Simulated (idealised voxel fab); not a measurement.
Title: Process Module voxel ribs on slabs
In the cross-section labelled cut, the width is 195 nm and each square cell is 5 nm.
A cross-section is a grid of square cells, given in bands from the top down. A band is one or more rows of cells. Heads up on the band format: heights come first, top then bottom, in nm. After that it's the materials left to right, each with its width in nm. A single material flagged "full width" fills the whole band edge to edge, and "blank" means there's empty space there. Height 0 is the level under which the wafer as received is all one material. The lowest band goes on downwards, as in "0 and below". Width: "30 to 40" (first number = top row, second number = bottom row, same change from row to row of cells). A step reported as "no alteration" is a step in which no cell of the cross-section changed. Empty spaces counting at least 8 cells and having no open way to the top are listed in "Completely sealed voids". The notation width x height at distance is used for each, the distance being from the left edge and all three values in nm. Heads up: the bit after the settings on a step's line is the simulator's remark on that step. overlay nm: mask offset rightward from planned place, masked step; negative means leftward offset.

## Steps planned for the process
step 1: RECEIVE (material Si)
step 2: DIRECTIONAL_DEP (material SiO2; thk nm 30)
step 3: DIRECTIONAL_DEP (material SiN; thk nm 25)
step 4: PATTERN (tone cover; mask id RIB; material resist; width nm 30; thk nm 15; overlay nm 0)
step 5: DIRECTIONAL_ETCH (etch materials SiN; depth nm 15)
step 6: STRIP (etch materials resist)
step 7: DIRECTIONAL_DEP (material aC; thk nm 10)
step 8: PATTERN (tone cover; mask id SLAB; material resist; width nm 70; thk nm 25; overlay nm 0)
step 9: DIRECTIONAL_ETCH (etch materials aC; depth nm 10)
step 10: STRIP (etch materials resist)
step 11: DIRECTIONAL_ETCH (etch materials SiN; depth nm 10)
step 12: STRIP (etch materials aC)
step 13: FILL_DEP (material SiO2; thk nm 25)
step 14: CMP (height nm 70)
step 15: DIRECTIONAL_DEP (material W; thk nm 10)
step 16: DIRECTIONAL_DEP (material aC; thk nm 15)
step 17: PATTERN (tone cover; mask id HEATER; material resist; width nm 40; thk nm 35; overlay nm 0)
step 18: DIRECTIONAL_ETCH (etch materials aC; depth nm 15)
step 19: STRIP (etch materials resist)
step 20: DIRECTIONAL_ETCH (etch materials W; depth nm 10)
step 21: STRIP (etch materials aC)
step 22: CONFORMAL_DEP (material SiO2; thk nm 10)

## Cross-sectional view of the wafer in its as-received condition, corresponding to the state after step 1
    0 and below = Si full width
    Completely sealed voids: none

## What the wafer looks like in cross-section after this module, when it starts as shown above and follows the plan above but one mistake is made in running it
    80 down to 70 = blank=75 | W=40 | blank=80
    70 down to 55 = SiO2 full width
    55 down to 40 = SiO2=80 | SiN=30 | SiO2=85
    40 down to 30 = SiO2=60 | SiN=70 | SiO2=65
    30 down to 0 = SiO2 full width
    0 and below = Si full width
    Completely sealed voids: none
Short version of what went wrong: step 22 of the plan never got run, it was skipped over
